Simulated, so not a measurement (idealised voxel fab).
Name of the process module below: voxel wiring stack
We display cut, a cross-section 235 nm in width whose square cells are each 5 nm.
A cross-section is a grid of square cells, given in bands from the top down. A band is one or more rows of cells.
Top height, bottom height, nm. Materials left to right, width each, nm. Single material + "everywhere" = fills band edge to edge. "air" = empty.
Height reference: 0 = level under which incoming wafer is all one material. Lowest band: no bottom, runs on downward, e.g. "0..down".
A width such as "30->40" changes by the same amount from each row of cells to the next, from the band's top row to its bottom row.
Any step labelled "everything unchanged" changed none of the cells in the cross-section.
So "Closed cavity list" is basically the list of trapped voids: any empty space of 8 cells or more that can't reach the top through an opening. They're written width x height at distance, the distance being from the left edge, and it's all nm.
Formally, on a step line, whatever follows the settings is a remark that the simulator itself makes on the step.
overlay nm: right-of-plan distance of the mask on a masked step; negative values mean left-of-plan.
If you're wondering how to read the rest of this, here's the deal. It's pairs of cross-sections: one from before a process step, one from after it. The after one is only drawn as far down as the lowest band that changed. Right under each pair you'll see which step sits between them and what its settings were. Don't read the pairs as one continuous story, though. They can come from different runs of this module on the same starting wafer, and a pair only carries on from the one above it where its entry headed "State on entry" says so.

[State on entry]
    165..145  60 nm SiO2  25 nm air  20 nm SiO2  25 nm air  20 nm SiO2  25 nm air  60 nm SiO2
    145..140  60 nm SiCN  25 nm air  20 nm SiCN  25 nm air  20 nm SiCN  25 nm air  60 nm SiCN
    140..130  60 nm SiO2  5 nm SiCN  5 nm air  5 nm SiCN  30 nm SiO2  5 nm SiCN  5 nm air  5 nm SiCN  30 nm SiO2  5 nm SiCN  5 nm air  5 nm SiCN  70 nm SiO2
    130..120  60->55 nm SiCN  15->35 nm Ru  30->10 nm SiCN  15->35 nm Ru  30->10 nm SiCN  15->35 nm Ru  70->55 nm SiCN
    120..105  60 nm lowk  5 nm TiN  15 nm Cu  5 nm TiN  20 nm lowk  5 nm TiN  15 nm Cu  5 nm TiN  20 nm lowk  5 nm TiN  15 nm Cu  5 nm TiN  60 nm lowk
    105..100  60 nm SiN  25 nm TiN  20 nm SiN  25 nm TiN  20 nm SiN  25 nm TiN  60 nm SiN
    100..80  60 nm lowk  15 nm Ru  75 nm lowk  15 nm Ru  70 nm lowk
    80..75  60 nm SiCN  15 nm Ru  75 nm SiCN  15 nm Ru  70 nm SiCN
    75..60  60 nm lowk  5 nm TiN  15 nm Cu  5 nm TiN  20 nm lowk  5 nm TiN  15 nm Cu  5 nm TiN  20 nm lowk  5 nm TiN  15 nm Cu  5 nm TiN  60 nm lowk
    60..55  60 nm lowk  5 nm TiN  5 nm Cu  15 nm TiN  20 nm lowk  25 nm TiN  20 nm lowk  5 nm TiN  5 nm Cu  15 nm TiN  60 nm lowk
    55..45  60 nm lowk  5 nm TiN  5 nm Cu  5 nm TiN  75 nm lowk  5 nm TiN  5 nm Cu  5 nm TiN  70 nm lowk
    45..40  60 nm SiCN  15 nm TiN  75 nm SiCN  15 nm TiN  70 nm SiCN
    40..15  60 nm SiO2  5 nm TiN  15 nm Cu  5 nm TiN  20 nm SiO2  5 nm TiN  15 nm Cu  5 nm TiN  20 nm SiO2  5 nm TiN  15 nm Cu  5 nm TiN  60 nm SiO2
    15..10  60 nm SiCN  25 nm TiN  20 nm SiCN  25 nm TiN  20 nm SiCN  25 nm TiN  60 nm SiCN
    10..0  SiO2 everywhere
    0..down  Si everywhere
    Closed cavity list: none

[Post-Process View]
    170..165  65 nm TiN  15 nm air  30 nm TiN  15 nm air  30 nm TiN  15 nm air  65 nm TiN
    165..145  60 nm SiO2  5 nm TiN  15 nm air  5 nm TiN  20 nm SiO2  5 nm TiN  15 nm air  5 nm TiN  20 nm SiO2  5 nm TiN  15 nm air  5 nm TiN  60 nm SiO2
    145..140  60 nm SiCN  25 nm TiN  20 nm SiCN  25 nm TiN  20 nm SiCN  25 nm TiN  60 nm SiCN
    140..130  60 nm SiO2  5 nm SiCN  5 nm TiN  5 nm SiCN  30 nm SiO2  5 nm SiCN  5 nm TiN  5 nm SiCN  30 nm SiO2  5 nm SiCN  5 nm TiN  5 nm SiCN  70 nm SiO2
    All layers under 130 are left as they were.
    Closed cavity list: none
Quick note on the step between the two cross-sections above: CONFORMAL_DEP [material TiN] [thk nm 5]

State on entry: The structure entering this step is exactly what the pair just above shows after its step.

[Post-Process View]
    180..170  W everywhere
    170..165  65 nm TiN  15 nm W  30 nm TiN  15 nm W  30 nm TiN  15 nm W  65 nm TiN
    165..145  60 nm SiO2  5 nm TiN  15 nm W  5 nm TiN  20 nm SiO2  5 nm TiN  15 nm W  5 nm TiN  20 nm SiO2  5 nm TiN  15 nm W  5 nm TiN  60 nm SiO2
    All layers under 145 are left as they were.
    Closed cavity list: none
Quick note on the step between the two cross-sections above: FILL_DEP [material W] [thk nm 10]

State on entry: The structure entering this step is exactly what the pair just above shows after its step.

[Post-Process View]
    165..145  60 nm SiO2  5 nm TiN  15 nm W  5 nm TiN  20 nm SiO2  5 nm TiN  15 nm W  5 nm TiN  20 nm SiO2  5 nm TiN  15 nm W  5 nm TiN  60 nm SiO2
    All layers under 145 are left as they were.
    Closed cavity list: none
Quick note on the step between the two cross-sections above: CMP [height nm 165]

State on entry: The structure entering this step is exactly what the pair just above shows after its step.

[Post-Process View]
    170..165  SiCN everywhere
    All layers under 165 are left as they were.
    Closed cavity list: none
Quick note on the step between the two cross-sections above: CONFORMAL_DEP [material SiCN] [thk nm 5]

[State on entry]
    100..95  60 nm lowk  15 nm air  75 nm lowk  15 nm air  70 nm lowk
    95..80  60 nm lowk  15 nm Ru  75 nm lowk  15 nm Ru  70 nm lowk
    80..75  60 nm SiCN  15 nm Ru  75 nm SiCN  15 nm Ru  70 nm SiCN
    75..60  60 nm lowk  5 nm TiN  15 nm Cu  5 nm TiN  20 nm lowk  5 nm TiN  15 nm Cu  5 nm TiN  20 nm lowk  5 nm TiN  15 nm Cu  5 nm TiN  60 nm lowk
    60..55  60 nm lowk  5 nm TiN  5 nm Cu  15 nm TiN  20 nm lowk  25 nm TiN  20 nm lowk  5 nm TiN  5 nm Cu  15 nm TiN  60 nm lowk
    55..45  60 nm lowk  5 nm TiN  5 nm Cu  5 nm TiN  75 nm lowk  5 nm TiN  5 nm Cu  5 nm TiN  70 nm lowk
    45..40  60 nm SiCN  15 nm TiN  75 nm SiCN  15 nm TiN  70 nm SiCN
    40..15  60 nm SiO2  5 nm TiN  15 nm Cu  5 nm TiN  20 nm SiO2  5 nm TiN  15 nm Cu  5 nm TiN  20 nm SiO2  5 nm TiN  15 nm Cu  5 nm TiN  60 nm SiO2
    15..10  60 nm SiCN  25 nm TiN  20 nm SiCN  25 nm TiN  20 nm SiCN  25 nm TiN  60 nm SiCN
    10..0  SiO2 everywhere
    0..down  Si everywhere
    Closed cavity list: none

[Post-Process View]
    105..100  55 nm air  25 nm Ru  65 nm air  25 nm Ru  65 nm air
    100..80  60 nm lowk  15 nm Ru  75 nm lowk  15 nm Ru  70 nm lowk
    All layers under 80 are left as they were.
    Closed cavity list: none
Quick note on the step between the two cross-sections above: EPI [material Ru] [thk nm 10]

State on entry: The structure entering this step is exactly what the pair just above shows after its step.

[Post-Process View]
    110..100  50 nm air  35 nm Ru  55 nm air  35 nm Ru  60 nm air
    All layers under 100 are left as they were.
    Closed cavity list: none
Quick note on the step between the two cross-sections above: EPI [material Ru] [thk nm 5]

State on entry: The structure entering this step is exactly what the pair just above shows after its step.

[Post-Process View]
    115..110  45 nm air  45 nm SiN  45 nm air  45 nm SiN  55 nm air
    110..105  45 nm air  5 nm SiN  35 nm Ru  5 nm SiN  45 nm air  5 nm SiN  35 nm Ru  5 nm SiN  55 nm air
    105..100  50 nm SiN  35 nm Ru  55 nm SiN  35 nm Ru  60 nm SiN
    All layers under 100 are left as they were.
    Closed cavity list: none
Quick note on the step between the two cross-sections above: CONFORMAL_DEP [material SiN] [thk nm 5]

State on entry: The structure entering this step is exactly what the pair just above shows after its step.

[Post-Process View]
    130..120  45 nm air  45 nm lowk  45 nm air  45 nm lowk  55 nm air
    120..115  lowk everywhere
    115..110  45 nm lowk  45 nm SiN  45 nm lowk  45 nm SiN  55 nm lowk
    110..105  45 nm lowk  5 nm SiN  35 nm Ru  5 nm SiN  45 nm lowk  5 nm SiN  35 nm Ru  5 nm SiN  55 nm lowk
    All layers under 105 are left as they were.
    Closed cavity list: none
Quick note on the step between the two cross-sections above: DIRECTIONAL_DEP [material lowk] [thk nm 15]

State on entry: The structure entering this step is exactly what the pair just above shows after its step.

[Post-Process View]
    150..130  60 nm resist  25 nm air  20 nm resist  25 nm air  20 nm resist  25 nm air  60 nm resist
    130..120  45 nm resist  45 nm lowk  15 nm resist  25 nm air  5 nm resist  45 nm lowk  55 nm resist
    All layers under 120 are left as they were.
    Closed cavity list: none
Quick note on the step between the two cross-sections above: PATTERN [tone open] [mask id METAL_3] [material resist] [width nm 25] [pitch nm 45] [thk nm 20] [overlay nm 0]

State on entry: The structure entering this step is exactly what the pair just above shows after its step.

[Post-Process View]
    150..130  60 nm resist  25 nm air  20 nm resist  25 nm air  20 nm resist  25 nm air  60 nm resist
    130..120  45 nm resist  15 nm lowk  25 nm air  5 nm lowk  15 nm resist  25 nm air  5 nm resist  15 nm lowk  25 nm air  5 nm lowk  55 nm resist
    120..115  60 nm lowk  25 nm air  20 nm lowk  25 nm air  20 nm lowk  25 nm air  60 nm lowk
    115..110  45 nm lowk  45 nm SiN  15 nm lowk  25 nm air  5 nm lowk  45 nm SiN  55 nm lowk
    110..105  45 nm lowk  5 nm SiN  35 nm Ru  5 nm SiN  15 nm lowk  25 nm air  5 nm lowk  5 nm SiN  35 nm Ru  5 nm SiN  55 nm lowk
    All layers under 105 are left as they were.
    Closed cavity list: none
Quick note on the step between the two cross-sections above: DIRECTIONAL_ETCH [etch materials lowk] [depth nm 15]

State on entry: The structure entering this step is exactly what the pair just above shows after its step.

[Post-Process View]
    150..130  60 nm resist  25 nm air  20 nm resist  25 nm air  20 nm resist  25 nm air  60 nm resist
    130..120  45 nm resist  15 nm lowk  25 nm air  5 nm lowk  15 nm resist  25 nm air  5 nm resist  15 nm lowk  25 nm air  5 nm lowk  55 nm resist
    120..115  60 nm lowk  25 nm air  20 nm lowk  25 nm air  20 nm lowk  25 nm air  60 nm lowk
    115..110  45 nm lowk  15 nm SiN  25 nm air  5 nm SiN  15 nm lowk  25 nm air  5 nm lowk  15 nm SiN  25 nm air  5 nm SiN  55 nm lowk
    110..105  45 nm lowk  5 nm SiN  35 nm Ru  5 nm SiN  15 nm lowk  25 nm air  5 nm lowk  5 nm SiN  35 nm Ru  5 nm SiN  55 nm lowk
    105..100  50 nm SiN  35 nm Ru  20 nm SiN  25 nm air  10 nm SiN  35 nm Ru  60 nm SiN
    All layers under 100 are left as they were.
    Closed cavity list: none
Quick note on the step between the two cross-sections above: DIRECTIONAL_ETCH [etch materials SiN] [depth nm 5]

State on entry: The structure entering this step is exactly what the pair just above shows after its step.

[Post-Process View]
    130..120  45 nm air  15 nm lowk  25 nm air  5 nm lowk  45 nm air  15 nm lowk  25 nm air  5 nm lowk  55 nm air
    All layers under 120 are left as they were.
    Closed cavity list: none
Quick note on the step between the two cross-sections above: STRIP [etch materials resist]

State on entry: The structure entering this step is exactly what the pair just above shows after its step.

[Post-Process View]
    135..130  40 nm air  25 nm TiN  15 nm air  15 nm TiN  35 nm air  25 nm TiN  15 nm air  15 nm TiN  50 nm air
    130..125  40 nm air  5 nm TiN  15 nm lowk  5 nm TiN  15 nm air  5 nm TiN  5 nm lowk  5 nm TiN  35 nm air  5 nm TiN  15 nm lowk  5 nm TiN  15 nm air  5 nm TiN  5 nm lowk  5 nm TiN  50 nm air
    125..120  45 nm TiN  15 nm lowk  5 nm TiN  15 nm air  5 nm TiN  5 nm lowk  20 nm TiN  15 nm air  10 nm TiN  15 nm lowk  5 nm TiN  15 nm air  5 nm TiN  5 nm lowk  55 nm TiN
    120..115  60 nm lowk  5 nm TiN  15 nm air  5 nm TiN  20 nm lowk  5 nm TiN  15 nm air  5 nm TiN  20 nm lowk  5 nm TiN  15 nm air  5 nm TiN  60 nm lowk
    115..110  45 nm lowk  15 nm SiN  25 nm TiN  5 nm SiN  15 nm lowk  5 nm TiN  15 nm air  5 nm TiN  5 nm lowk  15 nm SiN  25 nm TiN  5 nm SiN  55 nm lowk
    110..105  45 nm lowk  5 nm SiN  35 nm Ru  5 nm SiN  15 nm lowk  5 nm TiN  15 nm air  5 nm TiN  5 nm lowk  5 nm SiN  35 nm Ru  5 nm SiN  55 nm lowk
    105..100  50 nm SiN  35 nm Ru  20 nm SiN  25 nm TiN  10 nm SiN  35 nm Ru  60 nm SiN
    All layers under 100 are left as they were.
    Closed cavity list: none
Quick note on the step between the two cross-sections above: CONFORMAL_DEP [material TiN] [thk nm 5]

State on entry: The structure entering this step is exactly what the pair just above shows after its step.

[Post-Process View]
    145..135  Cu everywhere
    135..130  40 nm Cu  25 nm TiN  15 nm Cu  15 nm TiN  35 nm Cu  25 nm TiN  15 nm Cu  15 nm TiN  50 nm Cu
    130..125  40 nm Cu  5 nm TiN  15 nm lowk  5 nm TiN  15 nm Cu  5 nm TiN  5 nm lowk  5 nm TiN  35 nm Cu  5 nm TiN  15 nm lowk  5 nm TiN  15 nm Cu  5 nm TiN  5 nm lowk  5 nm TiN  50 nm Cu
    125..120  45 nm TiN  15 nm lowk  5 nm TiN  15 nm Cu  5 nm TiN  5 nm lowk  20 nm TiN  15 nm Cu  10 nm TiN  15 nm lowk  5 nm TiN  15 nm Cu  5 nm TiN  5 nm lowk  55 nm TiN
    120..115  60 nm lowk  5 nm TiN  15 nm Cu  5 nm TiN  20 nm lowk  5 nm TiN  15 nm Cu  5 nm TiN  20 nm lowk  5 nm TiN  15 nm Cu  5 nm TiN  60 nm lowk
    115..110  45 nm lowk  15 nm SiN  25 nm TiN  5 nm SiN  15 nm lowk  5 nm TiN  15 nm Cu  5 nm TiN  5 nm lowk  15 nm SiN  25 nm TiN  5 nm SiN  55 nm lowk
    110..105  45 nm lowk  5 nm SiN  35 nm Ru  5 nm SiN  15 nm lowk  5 nm TiN  15 nm Cu  5 nm TiN  5 nm lowk  5 nm SiN  35 nm Ru  5 nm SiN  55 nm lowk
    All layers under 105 are left as they were.
    Closed cavity list: none
Quick note on the step between the two cross-sections above: FILL_DEP [material Cu] [thk nm 10]

State on entry: The structure entering this step is exactly what the pair just above shows after its step.

[Post-Process View]
    120..115  60 nm lowk  5 nm TiN  15 nm Cu  5 nm TiN  20 nm lowk  5 nm TiN  15 nm Cu  5 nm TiN  20 nm lowk  5 nm TiN  15 nm Cu  5 nm TiN  60 nm lowk
    All layers under 115 are left as they were.
    Closed cavity list: none
Quick note on the step between the two cross-sections above: CMP [height nm 120]

State on entry: The structure entering this step is exactly what the pair just above shows after its step.

[Post-Process View]
    125..120  55 nm air  35 nm Ru  10 nm air  35 nm Ru  10 nm air  35 nm Ru  55 nm air
    All layers under 120 are left as they were.
    Closed cavity list: none
Quick note on the step between the two cross-sections above: EPI [material Ru] [thk nm 5]

State on entry: The structure entering this step is exactly what the pair just above shows after its step.

[Post-Process View]
    130..125  SiCN everywhere
    125..120  55 nm SiCN  35 nm Ru  10 nm SiCN  35 nm Ru  10 nm SiCN  35 nm Ru  55 nm SiCN
    All layers under 120 are left as they were.
    Closed cavity list: none
Quick note on the step between the two cross-sections above: FILL_DEP [material SiCN] [thk nm 5]

State on entry: The structure entering this step is exactly what the pair just above shows after its step.

[Post-Process View]
    140..130  SiO2 everywhere
    All layers under 130 are left as they were.
    Closed cavity list: none
Quick note on the step between the two cross-sections above: DIRECTIONAL_DEP [material SiO2] [thk nm 10]

State on entry: The structure entering this step is exactly what the pair just above shows after its step.

[Post-Process View]
    155..140  60 nm resist  15 nm air  30 nm resist  15 nm air  30 nm resist  15 nm air  70 nm resist
    All layers under 140 are left as they were.
    Closed cavity list: none
Quick note on the step between the two cross-sections above: PATTERN [tone open] [mask id PLUG_3] [material resist] [width nm 15] [pitch nm 45] [thk nm 15] [overlay nm 0]

State on entry: The structure entering this step is exactly what the pair just above shows after its step.

[Post-Process View]
    155..140  60 nm resist  15 nm air  30 nm resist  15 nm air  30 nm resist  15 nm air  70 nm resist
    140..130  60 nm SiO2  15 nm air  30 nm SiO2  15 nm air  30 nm SiO2  15 nm air  70 nm SiO2
    All layers under 130 are left as they were.
    Closed cavity list: none
Quick note on the step between the two cross-sections above: DIRECTIONAL_ETCH [etch materials SiO2] [depth nm 10]

State on entry: The structure entering this step is exactly what the pair just above shows after its step.

[Post-Process View]
    155..140  60 nm resist  15 nm air  30 nm resist  15 nm air  30 nm resist  15 nm air  70 nm resist
    140..130  60 nm SiO2  15 nm air  30 nm SiO2  15 nm air  30 nm SiO2  15 nm air  70 nm SiO2
    130..125  60 nm SiCN  15 nm air  30 nm SiCN  15 nm air  30 nm SiCN  15 nm air  70 nm SiCN
    All layers under 125 are left as they were.
    Closed cavity list: none
Quick note on the step between the two cross-sections above: DIRECTIONAL_ETCH [etch materials SiCN] [depth nm 5]

State on entry: The structure entering this step is exactly what the pair just above shows after its step.

[Post-Process View]
    140..130  60 nm SiO2  15 nm air  30 nm SiO2  15 nm air  30 nm SiO2  15 nm air  70 nm SiO2
    All layers under 130 are left as they were.
    Closed cavity list: none
Quick note on the step between the two cross-sections above: STRIP [etch materials resist]

State on entry: The structure entering this step is exactly what the pair just above shows after its step.

[Post-Process View]
    140..135  60 nm SiO2  15 nm air  30 nm SiO2  15 nm air  30 nm SiO2  15 nm air  70 nm SiO2
    135..130  60 nm SiO2  15 nm Ru  30 nm SiO2  15 nm Ru  30 nm SiO2  15 nm Ru  70 nm SiO2
    130..120  60->55 nm SiCN  15->35 nm Ru  30->10 nm SiCN  15->35 nm Ru  30->10 nm SiCN  15->35 nm Ru  70->55 nm SiCN
    All layers under 120 are left as they were.
    Closed cavity list: none
Quick note on the step between the two cross-sections above: EPI [material Ru] [thk nm 10]

State on entry: The structure entering this step is exactly what the pair just above shows after its step.

[Post-Process View]
    140..130  60 nm SiO2  15 nm Ru  30 nm SiO2  15 nm Ru  30 nm SiO2  15 nm Ru  70 nm SiO2
    All layers under 130 are left as they were.
    Closed cavity list: none
Quick note on the step between the two cross-sections above: EPI [material Ru] [thk nm 5]

State on entry: The structure entering this step is exactly what the pair just above shows after its step.

[Post-Process View]
    145..140  SiCN everywhere
    All layers under 140 are left as they were.
    Closed cavity list: none
Quick note on the step between the two cross-sections above: CONFORMAL_DEP [material SiCN] [thk nm 5]

State on entry: The structure entering this step is exactly what the pair just above shows after its step.

[Post-Process View]
    165..145  SiO2 everywhere
    All layers under 145 are left as they were.
    Closed cavity list: none
Quick note on the step between the two cross-sections above: DIRECTIONAL_DEP [material SiO2] [thk nm 20]

State on entry: The structure entering this step is exactly what the pair just above shows after its step.

[Post-Process View]
    180..165  60 nm resist  25 nm air  20 nm resist  25 nm air  20 nm resist  25 nm air  60 nm resist
    All layers under 165 are left as they were.
    Closed cavity list: none
Quick note on the step between the two cross-sections above: PATTERN [tone open] [mask id METAL_4] [material resist] [width nm 25] [pitch nm 45] [thk nm 15] [overlay nm 0]

State on entry: The structure entering this step is exactly what the pair just above shows after its step.

[Post-Process View]
    180..165  60 nm resist  25 nm air  20 nm resist  25 nm air  20 nm resist  25 nm air  60 nm resist
    165..145  60 nm SiO2  25 nm air  20 nm SiO2  25 nm air  20 nm SiO2  25 nm air  60 nm SiO2
    All layers under 145 are left as they were.
    Closed cavity list: none
Quick note on the step between the two cross-sections above: DIRECTIONAL_ETCH [etch materials SiO2] [depth nm 20]

State on entry: The structure entering this step is exactly what the pair just above shows after its step.

[Post-Process View]
    180..165  60 nm resist  25 nm air  20 nm resist  25 nm air  20 nm resist  25 nm air  60 nm resist
    165..145  60 nm SiO2  25 nm air  20 nm SiO2  25 nm air  20 nm SiO2  25 nm air  60 nm SiO2
    145..140  60 nm SiCN  25 nm air  20 nm SiCN  25 nm air  20 nm SiCN  25 nm air  60 nm SiCN
    All layers under 140 are left as they were.
    Closed cavity list: none
Quick note on the step between the two cross-sections above: DIRECTIONAL_ETCH [etch materials SiCN] [depth nm 5]

State on entry: The structure entering this step is exactly what the pair just above shows after its step.

[Post-Process View]
    165..145  60 nm SiO2  25 nm air  20 nm SiO2  25 nm air  20 nm SiO2  25 nm air  60 nm SiO2
    All layers under 145 are left as they were.
    Closed cavity list: none
Quick note on the step between the two cross-sections above: STRIP [etch materials resist]

State on entry: The structure entering this step is exactly what the pair just above shows after its step.

[Post-Process View]
    170..165  65 nm TiN  15 nm air  30 nm TiN  15 nm air  30 nm TiN  15 nm air  65 nm TiN
    165..145  60 nm SiO2  5 nm TiN  15 nm air  5 nm TiN  20 nm SiO2  5 nm TiN  15 nm air  5 nm TiN  20 nm SiO2  5 nm TiN  15 nm air  5 nm TiN  60 nm SiO2
    145..140  60 nm SiCN  25 nm TiN  20 nm SiCN  25 nm TiN  20 nm SiCN  25 nm TiN  60 nm SiCN
    All layers under 140 are left as they were.
    Closed cavity list: none
Quick note on the step between the two cross-sections above: CONFORMAL_DEP [material TiN] [thk nm 5]

State on entry: The structure entering this step is exactly what the pair just above shows after its step.

[Post-Process View]
    180..170  W everywhere
    170..165  65 nm TiN  15 nm W  30 nm TiN  15 nm W  30 nm TiN  15 nm W  65 nm TiN
    165..145  60 nm SiO2  5 nm TiN  15 nm W  5 nm TiN  20 nm SiO2  5 nm TiN  15 nm W  5 nm TiN  20 nm SiO2  5 nm TiN  15 nm W  5 nm TiN  60 nm SiO2
    All layers under 145 are left as they were.
    Closed cavity list: none
Quick note on the step between the two cross-sections above: FILL_DEP [material W] [thk nm 10]

State on entry: The structure entering this step is exactly what the pair just above shows after its step.

[Post-Process View]
    165..145  60 nm SiO2  5 nm TiN  15 nm W  5 nm TiN  20 nm SiO2  5 nm TiN  15 nm W  5 nm TiN  20 nm SiO2  5 nm TiN  15 nm W  5 nm TiN  60 nm SiO2
    All layers under 145 are left as they were.
    Closed cavity list: none
Quick note on the step between the two cross-sections above: CMP [height nm 165]

State on entry: The structure entering this step is exactly what the pair just above shows after its step.

[Post-Process View]
    170..165  SiCN everywhere
    All layers under 165 are left as they were.
    Closed cavity list: none
Quick note on the step between the two cross-sections above: CONFORMAL_DEP [material SiCN] [thk nm 5]

[State on entry]
    0..down  Si everywhere
    Closed cavity list: none

[Post-Process View]
    5..0  SiCN everywhere
    All layers under 0 are left as they were.
    Closed cavity list: none
Quick note on the step between the two cross-sections above: CONFORMAL_DEP [material SiCN] [thk nm 5]

State on entry: The structure entering this step is exactly what the pair just above shows after its step.

[Post-Process View]
    15..5  SiO2 everywhere
    All layers under 5 are left as they were.
    Closed cavity list: none
Quick note on the step between the two cross-sections above: CONFORMAL_DEP [material SiO2] [thk nm 10]

State on entry: The structure entering this step is exactly what the pair just above shows after its step.

[Post-Process View]
    40..5  SiO2 everywhere
    All layers under 5 are left as they were.
    Closed cavity list: none
Quick note on the step between the two cross-sections above: DIRECTIONAL_DEP [material SiO2] [thk nm 25]

State on entry: The structure entering this step is exactly what the pair just above shows after its step.

[Post-Process View]
    40..15  60 nm SiO2  25 nm air  20 nm SiO2  25 nm air  20 nm SiO2  25 nm air  60 nm SiO2
    All layers under 15 are left as they were.
    Closed cavity list: none
Quick note on the step between the two cross-sections above: MASKED_ETCH [tone open] [mask id METAL_1] [width nm 25] [pitch nm 45] [etch materials SiO2] [depth nm 25] [overlay nm 0]

State on entry: The structure entering this step is exactly what the pair just above shows after its step.

[Post-Process View]
    45..40  65 nm TiN  15 nm air  30 nm TiN  15 nm air  30 nm TiN  15 nm air  65 nm TiN
    40..20  60 nm SiO2  5 nm TiN  15 nm air  5 nm TiN  20 nm SiO2  5 nm TiN  15 nm air  5 nm TiN  20 nm SiO2  5 nm TiN  15 nm air  5 nm TiN  60 nm SiO2
    20..15  60 nm SiO2  25 nm TiN  20 nm SiO2  25 nm TiN  20 nm SiO2  25 nm TiN  60 nm SiO2
    All layers under 15 are left as they were.
    Closed cavity list: none
Quick note on the step between the two cross-sections above: CONFORMAL_DEP [material TiN] [thk nm 5]

State on entry: The structure entering this step is exactly what the pair just above shows after its step.

[Post-Process View]
    55..45  Cu everywhere
    45..40  65 nm TiN  15 nm Cu  30 nm TiN  15 nm Cu  30 nm TiN  15 nm Cu  65 nm TiN
    40..20  60 nm SiO2  5 nm TiN  15 nm Cu  5 nm TiN  20 nm SiO2  5 nm TiN  15 nm Cu  5 nm TiN  20 nm SiO2  5 nm TiN  15 nm Cu  5 nm TiN  60 nm SiO2
    All layers under 20 are left as they were.
    Closed cavity list: none
Quick note on the step between the two cross-sections above: FILL_DEP [material Cu] [thk nm 10]

State on entry: The structure entering this step is exactly what the pair just above shows after its step.

[Post-Process View]
    40..20  60 nm SiO2  5 nm TiN  15 nm Cu  5 nm TiN  20 nm SiO2  5 nm TiN  15 nm Cu  5 nm TiN  20 nm SiO2  5 nm TiN  15 nm Cu  5 nm TiN  60 nm SiO2
    All layers under 20 are left as they were.
    Closed cavity list: none
Quick note on the step between the two cross-sections above: CMP [height nm 40]

State on entry: The structure entering this step is exactly what the pair just above shows after its step.

[Post-Process View]
    45..40  SiCN everywhere
    All layers under 40 are left as they were.
    Closed cavity list: none
Quick note on the step between the two cross-sections above: CONFORMAL_DEP [material SiCN] [thk nm 5]

State on entry: The structure entering this step is exactly what the pair just above shows after its step.

[Post-Process View]
    75..45  lowk everywhere
    All layers under 45 are left as they were.
    Closed cavity list: none
Quick note on the step between the two cross-sections above: DIRECTIONAL_DEP [material lowk] [thk nm 30]

State on entry: The structure entering this step is exactly what the pair just above shows after its step.

[Post-Process View]
    85..75  aC everywhere
    All layers under 75 are left as they were.
    Closed cavity list: none
Quick note on the step between the two cross-sections above: DIRECTIONAL_DEP [material aC] [thk nm 10]

State on entry: The structure entering this step is exactly what the pair just above shows after its step.

[Post-Process View]
    115..85  60 nm resist  15 nm air  75 nm resist  15 nm air  70 nm resist
    All layers under 85 are left as they were.
    Closed cavity list: none
Quick note on the step between the two cross-sections above: PATTERN [tone open] [mask id METAL_2_HOLES] [material resist] [width nm 15] [pitch nm 90] [thk nm 30] [overlay nm 0]

State on entry: The structure entering this step is exactly what the pair just above shows after its step.

[Post-Process View]
    105..85  60 nm resist  15 nm air  75 nm resist  15 nm air  70 nm resist
    85..75  60 nm aC  15 nm air  75 nm aC  15 nm air  70 nm aC
    All layers under 75 are left as they were.
    Closed cavity list: none
Quick note on the step between the two cross-sections above: DIRECTIONAL_ETCH [etch materials aC] [depth nm 10]

State on entry: The structure entering this step is exactly what the pair just above shows after its step.

[Post-Process View]
    85..75  60 nm aC  15 nm air  75 nm aC  15 nm air  70 nm aC
    All layers under 75 are left as they were.
    Closed cavity list: none
Quick note on the step between the two cross-sections above: STRIP [etch materials resist]

State on entry: The structure entering this step is exactly what the pair just above shows after its step.

[Post-Process View]
    85..75  60 nm aC  15 nm air  75 nm aC  15 nm air  70 nm aC
    75..45  60 nm lowk  15 nm air  75 nm lowk  15 nm air  70 nm lowk
    All layers under 45 are left as they were.
    Closed cavity list: none
Quick note on the step between the two cross-sections above: DIRECTIONAL_ETCH [etch materials lowk] [depth nm 30]

State on entry: The structure entering this step is exactly what the pair just above shows after its step.

[Post-Process View]
    75..45  60 nm lowk  15 nm air  75 nm lowk  15 nm air  70 nm lowk
    All layers under 45 are left as they were.
    Closed cavity list: none
Quick note on the step between the two cross-sections above: STRIP [etch materials aC]

State on entry: The structure entering this step is exactly what the pair just above shows after its step.

[Post-Process View]
    75..55  60 nm lowk  25 nm air  20 nm lowk  25 nm air  20 nm lowk  25 nm air  60 nm lowk
    All layers under 55 are left as they were.
    Closed cavity list: none
Quick note on the step between the two cross-sections above: MASKED_ETCH [tone open] [mask id METAL_2] [width nm 25] [pitch nm 45] [etch materials lowk] [depth nm 20] [overlay nm 0]

State on entry: The structure entering this step is exactly what the pair just above shows after its step.

[Post-Process View]
    75..55  60 nm lowk  25 nm air  20 nm lowk  25 nm air  20 nm lowk  25 nm air  60 nm lowk
    55..45  60 nm lowk  15 nm air  75 nm lowk  15 nm air  70 nm lowk
    45..40  60 nm SiCN  15 nm air  75 nm SiCN  15 nm air  70 nm SiCN
    All layers under 40 are left as they were.
    Closed cavity list: none
Quick note on the step between the two cross-sections above: MASKED_ETCH [tone open] [mask id METAL_2] [width nm 25] [pitch nm 45] [etch materials SiCN] [depth nm 5] [overlay nm 0]

State on entry: The structure entering this step is exactly what the pair just above shows after its step.

[Post-Process View]
    80..75  65 nm TiN  15 nm air  30 nm TiN  15 nm air  30 nm TiN  15 nm air  65 nm TiN
    75..60  60 nm lowk  5 nm TiN  15 nm air  5 nm TiN  20 nm lowk  5 nm TiN  15 nm air  5 nm TiN  20 nm lowk  5 nm TiN  15 nm air  5 nm TiN  60 nm lowk
    60..55  60 nm lowk  5 nm TiN  5 nm air  15 nm TiN  20 nm lowk  25 nm TiN  20 nm lowk  5 nm TiN  5 nm air  15 nm TiN  60 nm lowk
    55..45  60 nm lowk  5 nm TiN  5 nm air  5 nm TiN  75 nm lowk  5 nm TiN  5 nm air  5 nm TiN  70 nm lowk
    45..40  60 nm SiCN  15 nm TiN  75 nm SiCN  15 nm TiN  70 nm SiCN
    All layers under 40 are left as they were.
    Closed cavity list: none
Quick note on the step between the two cross-sections above: CONFORMAL_DEP [material TiN] [thk nm 5]

State on entry: The structure entering this step is exactly what the pair just above shows after its step.

[Post-Process View]
    85..80  Cu everywhere
    80..75  65 nm TiN  15 nm Cu  30 nm TiN  15 nm Cu  30 nm TiN  15 nm Cu  65 nm TiN
    75..60  60 nm lowk  5 nm TiN  15 nm Cu  5 nm TiN  20 nm lowk  5 nm TiN  15 nm Cu  5 nm TiN  20 nm lowk  5 nm TiN  15 nm Cu  5 nm TiN  60 nm lowk
    60..55  60 nm lowk  5 nm TiN  5 nm Cu  15 nm TiN  20 nm lowk  25 nm TiN  20 nm lowk  5 nm TiN  5 nm Cu  15 nm TiN  60 nm lowk
    55..45  60 nm lowk  5 nm TiN  5 nm Cu  5 nm TiN  75 nm lowk  5 nm TiN  5 nm Cu  5 nm TiN  70 nm lowk
    All layers under 45 are left as they were.
    Closed cavity list: none
Quick note on the step between the two cross-sections above: FILL_DEP [material Cu] [thk nm 5]
